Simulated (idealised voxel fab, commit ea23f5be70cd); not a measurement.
The following is a process module called voxel capacitor over wiring.
We display cut, a cross-section 225 nm in width whose square cells are each 5 nm.
When this document writes out a cross-section, it uses a grid of square cells and lists it as bands, beginning at the top and moving down, with a band standing for one or more rows of cells.
It is stipulated that each band's entry specify, in nanometres, the height of the top of the band and then that of its bottom, followed by the materials of the band in left-to-right sequence, each together with its width in nanometres. A single material marked by the word "full width" is understood to fill the band from edge to edge; the word "air" is understood to denote empty space.
Measure heights from 0. That's the level where, below it, the as-received wafer is all one material. The lowest band is bottomless and extends downward; write it as in "0 -> down".
It should be noted that a width expressed as "30 to 40" varies in equal increments from row to row of cells within the band, taking the value of the first number at the top row and that of the second number at the bottom row.
Given "no modifications" for a step, no cell of the cross-section differs between before and after that step.
"Trapped void list" - sealed voids, min. 8 cells, no opening to top; format: width x height at distance (distance from left edge; nm throughout).
Step line, after settings: the simulator's comment on this step.
When a step includes a mask, the "overlay nm" setting on its line states how far to the right of its planned place that mask lay, and negative values state how far to the left.
**Below is the list of planned process steps**
- 1: RECEIVE | material Si
- 2: CONFORMAL_DEP | material SiO2 | thk nm 15
- 3: CONFORMAL_DEP | material SiCN | thk nm 5
- 4: DIRECTIONAL_DEP | material SiO2 | thk nm 20
- 5: PATTERN | tone open | mask id METAL_1 | material resist | width nm 30 | pitch nm 95 | thk nm 15 | overlay nm 0
- 6: DIRECTIONAL_ETCH | etch materials SiO2 | depth nm 20
- 7: DIRECTIONAL_ETCH | etch materials SiCN | depth nm 5
- 8: STRIP | etch materials resist
- 9: CONFORMAL_DEP | material TiN | thk nm 5
- 10: FILL_DEP | material Cu | thk nm 10
- 11: CMP | height nm 40
- 12: EPI | material Ru | thk nm 5
- 13: FILL_DEP | material SiCN | thk nm 5
- 14: DIRECTIONAL_DEP | material lowk | thk nm 15
- 15: MASKED_ETCH | tone open | mask id PLUG_1 | width nm 15 | etch materials lowk | depth nm 15 | overlay nm 0
- 16: MASKED_ETCH | tone open | mask id PLUG_1 | width nm 15 | etch materials SiCN | depth nm 5 | overlay nm 0
- 17: CONFORMAL_DEP | material TiN | thk nm 5
- 18: FILL_DEP | material Ru | thk nm 10
- 19: CMP | height nm 65
- 20: DIRECTIONAL_DEP | material TiN | thk nm 5
- 21: DIRECTIONAL_DEP | material SiN | thk nm 5
- 22: DIRECTIONAL_DEP | material TiN | thk nm 10
- 23: PATTERN | tone cover | mask id UPPER_PLATE | material resist | width nm 70 | thk nm 15 | overlay nm 0
- 24: DIRECTIONAL_ETCH | etch materials TiN | depth nm 10
- 25: DIRECTIONAL_ETCH | etch materials SiN | depth nm 5
- 26: STRIP | etch materials resist
- 27: PATTERN | tone cover | mask id LOWER_PLATE | material resist | width nm 80 | thk nm 20 | overlay nm 0
- 28: DIRECTIONAL_ETCH | etch materials TiN | depth nm 5
- 29: STRIP | etch materials resist
- 30: FILL_DEP | material SiO2 | thk nm 20
- 31: CMP | height nm 100
- 32: DIRECTIONAL_DEP | material aC | thk nm 10
- 33: PATTERN | tone open | mask id PLUG_2 | material resist | width nm 15 | thk nm 30 | overlay nm 0
- 34: DIRECTIONAL_ETCH | etch materials aC | depth nm 10
- 35: STRIP | etch materials resist
- 36: DIRECTIONAL_ETCH | etch materials SiO2 | depth nm 15
- 37: STRIP | etch materials aC
- 38: CONFORMAL_DEP | material TiN | thk nm 5
- 39: FILL_DEP | material W | thk nm 5
- 40: CMP | height nm 100
- 41: CONFORMAL_DEP | material SiCN | thk nm 5
**First out of two wafers; run went to plan**
**Cross-section: wafer on arrival = after step 1**
> 0 -> down = Si full width
> Trapped void list: none
**Wafer after step 2 (cross-section)**
> 15 -> 0 = SiO2 full width
> Under the height 0 nothing was changed.
**Wafer after step 3 (cross-section)**
> 20 -> 15 = SiCN full width
> Under the height 15 nothing was changed.
**Wafer after step 4 (cross-section)**
> 40 -> 20 = SiO2 full width
> Under the height 20 nothing was changed.
**Wafer after step 5 (cross-section)**
> 55 -> 40 = 50 nm resist | 30 nm air | 65 nm resist | 30 nm air | 50 nm resist
> Under the height 40 nothing was changed.
**Wafer after step 6 (cross-section)**
> 55 -> 40 = 50 nm resist | 30 nm air | 65 nm resist | 30 nm air | 50 nm resist
> 40 -> 20 = 50 nm SiO2 | 30 nm air | 65 nm SiO2 | 30 nm air | 50 nm SiO2
> Under the height 20 nothing was changed.
**Wafer after step 7 (cross-section)**
> 55 -> 40 = 50 nm resist | 30 nm air | 65 nm resist | 30 nm air | 50 nm resist
> 40 -> 20 = 50 nm SiO2 | 30 nm air | 65 nm SiO2 | 30 nm air | 50 nm SiO2
> 20 -> 15 = 50 nm SiCN | 30 nm air | 65 nm SiCN | 30 nm air | 50 nm SiCN
> Under the height 15 nothing was changed.
**Wafer after step 8 (cross-section)**
> 40 -> 20 = 50 nm SiO2 | 30 nm air | 65 nm SiO2 | 30 nm air | 50 nm SiO2
> Under the height 20 nothing was changed.
**Wafer after step 9 (cross-section)**
> 45 -> 40 = 55 nm TiN | 20 nm air | 75 nm TiN | 20 nm air | 55 nm TiN
> 40 -> 20 = 50 nm SiO2 | 5 nm TiN | 20 nm air | 5 nm TiN | 65 nm SiO2 | 5 nm TiN | 20 nm air | 5 nm TiN | 50 nm SiO2
> 20 -> 15 = 50 nm SiCN | 30 nm TiN | 65 nm SiCN | 30 nm TiN | 50 nm SiCN
> Under the height 15 nothing was changed.
**Wafer after step 10 (cross-section)**
> 55 -> 45 = Cu full width
> 45 -> 40 = 55 nm TiN | 20 nm Cu | 75 nm TiN | 20 nm Cu | 55 nm TiN
> 40 -> 20 = 50 nm SiO2 | 5 nm TiN | 20 nm Cu | 5 nm TiN | 65 nm SiO2 | 5 nm TiN | 20 nm Cu | 5 nm TiN | 50 nm SiO2
> Under the height 20 nothing was changed.
**Wafer after step 11 (cross-section)**
> 40 -> 20 = 50 nm SiO2 | 5 nm TiN | 20 nm Cu | 5 nm TiN | 65 nm SiO2 | 5 nm TiN | 20 nm Cu | 5 nm TiN | 50 nm SiO2
> Under the height 20 nothing was changed.
**Wafer after step 12 (cross-section)**
> 45 -> 40 = 45 nm air | 40 nm Ru | 55 nm air | 40 nm Ru | 45 nm air
> Under the height 40 nothing was changed.
**Wafer after step 13 (cross-section)**
> 50 -> 45 = SiCN full width
> 45 -> 40 = 45 nm SiCN | 40 nm Ru | 55 nm SiCN | 40 nm Ru | 45 nm SiCN
> Under the height 40 nothing was changed.
**Wafer after step 14 (cross-section)**
> 65 -> 50 = lowk full width
> Under the height 50 nothing was changed.
**Wafer after step 15 (cross-section)**
> 65 -> 50 = 65 nm lowk | 15 nm air | 145 nm lowk
> Under the height 50 nothing was changed.
**Wafer after step 16 (cross-section)**
> 65 -> 50 = 65 nm lowk | 15 nm air | 145 nm lowk
> 50 -> 45 = 65 nm SiCN | 15 nm air | 145 nm SiCN
> Under the height 45 nothing was changed.
**Wafer after step 17 (cross-section)**
> 70 -> 65 = 70 nm TiN | 5 nm air | 150 nm TiN
> 65 -> 50 = 65 nm lowk | 5 nm TiN | 5 nm air | 5 nm TiN | 145 nm lowk
> 50 -> 45 = 65 nm SiCN | 15 nm TiN | 145 nm SiCN
> Under the height 45 nothing was changed.
**Wafer after step 18 (cross-section)**
> 80 -> 70 = Ru full width
> 70 -> 65 = 70 nm TiN | 5 nm Ru | 150 nm TiN
> 65 -> 50 = 65 nm lowk | 5 nm TiN | 5 nm Ru | 5 nm TiN | 145 nm lowk
> Under the height 50 nothing was changed.
**Wafer after step 19 (cross-section)**
> 65 -> 50 = 65 nm lowk | 5 nm TiN | 5 nm Ru | 5 nm TiN | 145 nm lowk
> Under the height 50 nothing was changed.
**Wafer after step 20 (cross-section)**
> 70 -> 65 = TiN full width
> Under the height 65 nothing was changed.
**Wafer after step 21 (cross-section)**
> 75 -> 70 = SiN full width
> Under the height 70 nothing was changed.
**Wafer after step 22 (cross-section)**
> 85 -> 75 = TiN full width
> Under the height 75 nothing was changed.
**Wafer after step 23 (cross-section)**
> 100 -> 85 = 65 nm air | 70 nm resist | 90 nm air
> Under the height 85 nothing was changed.
**Wafer after step 24 (cross-section)**
> 100 -> 85 = 65 nm air | 70 nm resist | 90 nm air
> 85 -> 75 = 65 nm air | 70 nm TiN | 90 nm air
> Under the height 75 nothing was changed.
**Wafer after step 25 (cross-section)**
> 100 -> 85 = 65 nm air | 70 nm resist | 90 nm air
> 85 -> 75 = 65 nm air | 70 nm TiN | 90 nm air
> 75 -> 70 = 65 nm air | 70 nm SiN | 90 nm air
> Under the height 70 nothing was changed.
**Wafer after step 26 (cross-section)**
> 85 -> 75 = 65 nm air | 70 nm TiN | 90 nm air
> Under the height 75 nothing was changed.
**Wafer after step 27 (cross-section)**
> 105 -> 85 = 60 nm air | 80 nm resist | 85 nm air
> 85 -> 75 = 60 nm air | 5 nm resist | 70 nm TiN | 5 nm resist | 85 nm air
> 75 -> 70 = 60 nm air | 5 nm resist | 70 nm SiN | 5 nm resist | 85 nm air
> Under the height 70 nothing was changed.
**Wafer after step 28 (cross-section)**
> 105 -> 85 = 60 nm air | 80 nm resist | 85 nm air
> 85 -> 75 = 60 nm air | 5 nm resist | 70 nm TiN | 5 nm resist | 85 nm air
> 75 -> 70 = 60 nm air | 5 nm resist | 70 nm SiN | 5 nm resist | 85 nm air
> 70 -> 65 = 60 nm air | 80 nm TiN | 85 nm air
> Under the height 65 nothing was changed.
**Wafer after step 29 (cross-section)**
> 85 -> 75 = 65 nm air | 70 nm TiN | 90 nm air
> 75 -> 70 = 65 nm air | 70 nm SiN | 90 nm air
> Under the height 70 nothing was changed.
**Wafer after step 30 (cross-section)**
> 105 -> 85 = SiO2 full width
> 85 -> 75 = 65 nm SiO2 | 70 nm TiN | 90 nm SiO2
> 75 -> 70 = 65 nm SiO2 | 70 nm SiN | 90 nm SiO2
> 70 -> 65 = 60 nm SiO2 | 80 nm TiN | 85 nm SiO2
> Under the height 65 nothing was changed.
**Wafer after step 31 (cross-section)**
> 100 -> 85 = SiO2 full width
> Under the height 85 nothing was changed.
**Wafer after step 32 (cross-section)**
> 110 -> 100 = aC full width
> Under the height 100 nothing was changed.
**Wafer after step 33 (cross-section)**
> 140 -> 110 = 75 nm resist | 15 nm air | 135 nm resist
> Under the height 110 nothing was changed.
**Wafer after step 34 (cross-section)**
> 130 -> 110 = 75 nm resist | 15 nm air | 135 nm resist
> 110 -> 100 = 75 nm aC | 15 nm air | 135 nm aC
> Under the height 100 nothing was changed.
**Wafer after step 35 (cross-section)**
> 110 -> 100 = 75 nm aC | 15 nm air | 135 nm aC
> Under the height 100 nothing was changed.
**Wafer after step 36 (cross-section)**
> 110 -> 100 = 75 nm aC | 15 nm air | 135 nm aC
> 100 -> 85 = 75 nm SiO2 | 15 nm air | 135 nm SiO2
> Under the height 85 nothing was changed.
**Wafer after step 37 (cross-section)**
> 100 -> 85 = 75 nm SiO2 | 15 nm air | 135 nm SiO2
> Under the height 85 nothing was changed.
**Wafer after step 38 (cross-section)**
> 105 -> 100 = 80 nm TiN | 5 nm air | 140 nm TiN
> 100 -> 90 = 75 nm SiO2 | 5 nm TiN | 5 nm air | 5 nm TiN | 135 nm SiO2
> 90 -> 85 = 75 nm SiO2 | 15 nm TiN | 135 nm SiO2
> Under the height 85 nothing was changed.
**Wafer after step 39 (cross-section)**
> 110 -> 105 = W full width
> 105 -> 100 = 80 nm TiN | 5 nm W | 140 nm TiN
> 100 -> 90 = 75 nm SiO2 | 5 nm TiN | 5 nm W | 5 nm TiN | 135 nm SiO2
> Under the height 90 nothing was changed.
**Wafer after step 40 (cross-section)**
> 100 -> 90 = 75 nm SiO2 | 5 nm TiN | 5 nm W | 5 nm TiN | 135 nm SiO2
> Under the height 90 nothing was changed.
**Wafer after step 41 (cross-section)**
> 105 -> 100 = SiCN full width
> Under the height 100 nothing was changed.
**Now the other wafer: same start, same recipe, but we messed up one thing when running it. Up to and including step 26 it's the same as the first one**
**Second wafer at the planned finish of step 27, seen in cross-section**
> 105 -> 85 = 60 nm resist | 80 nm air | 85 nm resist
> 85 -> 75 = 60 nm resist | 5 nm air | 70 nm TiN | 5 nm air | 85 nm resist
> 75 -> 70 = 60 nm resist | 5 nm air | 70 nm SiN | 5 nm air | 85 nm resist
> Under the height 70 nothing was changed.
**Second wafer at the planned finish of step 28, seen in cross-section**
> 105 -> 80 = 60 nm resist | 80 nm air | 85 nm resist
> 80 -> 75 = 60 nm resist | 5 nm air | 70 nm TiN | 5 nm air | 85 nm resist
> 75 -> 70 = 60 nm resist | 5 nm air | 70 nm SiN | 5 nm air | 85 nm resist
> 70 -> 65 = 60 nm TiN | 5 nm air | 70 nm TiN | 5 nm air | 85 nm TiN
> Under the height 65 nothing was changed.
**Second wafer at the planned finish of step 29, seen in cross-section**
> 80 -> 75 = 65 nm air | 70 nm TiN | 90 nm air
> 75 -> 70 = 65 nm air | 70 nm SiN | 90 nm air
> Under the height 70 nothing was changed.
**Second wafer at the planned finish of step 30, seen in cross-section**
> 100 -> 80 = SiO2 full width
> 80 -> 75 = 65 nm SiO2 | 70 nm TiN | 90 nm SiO2
> 75 -> 70 = 65 nm SiO2 | 70 nm SiN | 90 nm SiO2
> 70 -> 65 = 60 nm TiN | 5 nm SiO2 | 70 nm TiN | 5 nm SiO2 | 85 nm TiN
> Under the height 65 nothing was changed.
Second wafer at the planned finish of step 31, seen in cross-section: no modifications
**Second wafer at the planned finish of step 32, seen in cross-section**
> 110 -> 100 = aC full width
> Under the height 100 nothing was changed.
**Second wafer at the planned finish of step 33, seen in cross-section**
> 140 -> 110 = 75 nm resist | 15 nm air | 135 nm resist
> Under the height 110 nothing was changed.
**Second wafer at the planned finish of step 34, seen in cross-section**
> 130 -> 110 = 75 nm resist | 15 nm air | 135 nm resist
> 110 -> 100 = 75 nm aC | 15 nm air | 135 nm aC
> Under the height 100 nothing was changed.
**Second wafer at the planned finish of step 35, seen in cross-section**
> 110 -> 100 = 75 nm aC | 15 nm air | 135 nm aC
> Under the height 100 nothing was changed.
**Second wafer at the planned finish of step 36, seen in cross-section**
> 110 -> 100 = 75 nm aC | 15 nm air | 135 nm aC
> 100 -> 85 = 75 nm SiO2 | 15 nm air | 135 nm SiO2
> Under the height 85 nothing was changed.
**Second wafer at the planned finish of step 37, seen in cross-section**
> 100 -> 85 = 75 nm SiO2 | 15 nm air | 135 nm SiO2
> Under the height 85 nothing was changed.
**Second wafer at the planned finish of step 38, seen in cross-section**
> 105 -> 100 = 80 nm TiN | 5 nm air | 140 nm TiN
> 100 -> 90 = 75 nm SiO2 | 5 nm TiN | 5 nm air | 5 nm TiN | 135 nm SiO2
> 90 -> 85 = 75 nm SiO2 | 15 nm TiN | 135 nm SiO2
> Under the height 85 nothing was changed.
**Second wafer at the planned finish of step 39, seen in cross-section**
> 110 -> 105 = W full width
> 105 -> 100 = 80 nm TiN | 5 nm W | 140 nm TiN
> 100 -> 90 = 75 nm SiO2 | 5 nm TiN | 5 nm W | 5 nm TiN | 135 nm SiO2
> Under the height 90 nothing was changed.
**Second wafer at the planned finish of step 40, seen in cross-section**
> 100 -> 90 = 75 nm SiO2 | 5 nm TiN | 5 nm W | 5 nm TiN | 135 nm SiO2
> Under the height 90 nothing was changed.
**Second wafer at the planned finish of step 41, seen in cross-section**
> 105 -> 100 = SiCN full width
> Under the height 100 nothing was changed.
Short version of what went wrong: planned and actual differ for step 27; actual: PATTERN | tone open | mask id LOWER_PLATE | material resist | width nm 80 | thk nm 20 | overlay nm 0
FYI, end of process, the second wafer has more or fewer cells of some materials than the first: 13 fewer of SiO2 | 13 more of TiN
